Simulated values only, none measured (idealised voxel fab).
Title: Process Module voxel spacer lines
cross-section cut | 240 nm wide | cells 5 nm
For the purposes of this document, a cross-section shall be understood as a grid of square cells, specified as bands listed in top-to-bottom order, each band consisting of one or more rows of cells.
Band entry format. Leading values: height of top, height of bottom, nm. Remainder: materials in left-to-right order, each with its width in nm. Special words: "all across" on a single material, which then fills the band edge to edge; "empty", empty space.
Where do heights start? At 0: under that level the wafer as delivered is made of one material only. And the lowest band has no floor; it just carries on downward, as in "0 down".
Note: "30 to 40" means the width goes from the first number (top row of the band) to the second number (bottom row) in equal steps per row of cells.
When a step is marked "identical to before", none of the cells in the cross-section changed during that step.
"Fully enclosed voids" means: voids of 8 cells or more that are shut off from the top with no open way through. Written width x height at distance, distance from the left edge, in nm.
On a step's line, text after the settings is the simulator commenting on that step.
When a step includes a mask, the "overlay nm" setting on its line states how far to the right of its planned place that mask lay, and negative values state how far to the left.

Listed below are the process steps as planned:
| 1 | RECEIVE,material Si |
| 2 | CONFORMAL_DEP,material Al2O3,thk nm 10 |
| 3 | DIRECTIONAL_DEP,material polySi,thk nm 20 |
| 4 | DIRECTIONAL_DEP,material aC,thk nm 30 |
| 5 | PATTERN,tone cover,mask id MANDREL,material resist,width nm 20,pitch nm 60,thk nm 40,overlay nm 0 |
| 6 | DIRECTIONAL_ETCH,etch materials aC,depth nm 30 |
| 7 | STRIP,etch materials resist |
| 8 | CONFORMAL_DEP,material SiO2,thk nm 10 |
| 9 | DIRECTIONAL_ETCH,etch materials SiO2,depth nm 10 |
| 10 | STRIP,etch materials aC |
| 11 | DIRECTIONAL_ETCH,etch materials polySi,depth nm 20 |
| 12 | STRIP,etch materials SiO2 |

Cross-sectional view of the wafer in its as-received condition, corresponding to the state after step 1:
* 0 down  Si all across
* Fully enclosed voids: none

Final cross-section, module run with one mistake (start and plan as above):
* 30 to 10  empty (50)  polySi (10)  empty (20)  polySi (10)  empty (20)  polySi (10)  empty (20)  polySi (10)  empty (20)  polySi (10)  empty (20)  polySi (10)  empty (30)
* 10 to 0  Al2O3 all across
* 0 down  Si all across
* Fully enclosed voids: none
What broke from the plan during processing? step 5 was run on a setting that differed from the plan, and what really ran there is PATTERN,tone cover,mask id MANDREL,material resist,width nm 20,pitch nm 60,thk nm 40,overlay nm 10
